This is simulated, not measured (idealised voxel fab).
voxel fin reveal: a process module
The figure presents cross-section cut, which has a width of 290 nm and is divided into square cells with an edge length of 5 nm.
In what follows, cross-sections appear as grids of square cells, described through bands that run from the top down, where every band is one or more rows of cells. Within each band entry, the heights of the top and of the bottom of the band appear first, in that order and in nm; the materials of the band then follow from left to right, each with its corresponding width in nm. The designation "full width" on a single material indicates that it fills the band from edge to edge; the designation "air" indicates empty space. The reference from which all heights are counted is 0, the level beneath which the as-received wafer is entirely one material; the lowest band, having no lower bound, proceeds downward and is written after the example "from 0 down". With a width like "30..40", each row of cells in the band differs from the next by the same amount, the top row carrying the first number and the bottom row the second. "same as before" -> step changed no cross-section cell. In "Closed void table" the enclosed voids are listed, meaning empty spaces of 8 cells or larger without any opening to the top. The form is width x height at distance, distance from the left edge, units nm. The remark found on a step's line after its settings is issued by the simulator itself and pertains to that step. The setting "overlay nm" may be written on the line of a step. When the step uses a mask, the value reports how far to the right of the planned place the mask lay, and a negative value reports that it lay to the left.

Steps in the process plan
- 1: RECEIVE: material Si
- 2: CONFORMAL_DEP: material SiN, thk nm 10
- 3: PATTERN: tone cover, mask id FINS, material resist, width nm 15, pitch nm 40, thk nm 15, overlay nm -15
- 4: DIRECTIONAL_ETCH: etch materials SiN, depth nm 10
- 5: DIRECTIONAL_ETCH: etch materials Si, depth nm 35
- 6: STRIP: etch materials resist
- 7: OXIDIZE: depth nm 5
- 8: FILL_DEP: material SiO2, thk nm 5
- 9: CMP: height nm 10
- 10: SELECTIVE_ETCH: etch materials SiO2, depth nm 25
- 11: STRIP: etch materials SiN
- 12: CONFORMAL_DEP: material HfO2, thk nm 5
The wafers are alike at the start. At step 3, their overlay nm differs. The plan lists the first wafer's value.

As-received cross-section, first of several wafers, post step 1
	from 0 down: Si full width
	Closed void table: none

Take any row and you have a wafer at the end of the module: how many cells of each material it has gained (+) or lost (-) since it was received, and then its closed voids
overlay nm -15; +70 HfO2; -448 Si; +280 SiO2; Closed void table: none
overlay nm -10; +70 HfO2; -448 Si; +280 SiO2; Closed void table: none
overlay nm -5; +70 HfO2; -448 Si; +280 SiO2; Closed void table: none
overlay nm 0; +70 HfO2; -448 Si; +280 SiO2; Closed void table: none
overlay nm 5; +70 HfO2; -448 Si; +280 SiO2; Closed void table: none
overlay nm 10; +70 HfO2; -448 Si; +280 SiO2; Closed void table: none
overlay nm 15; +70 HfO2; -448 Si; +280 SiO2; Closed void table: none
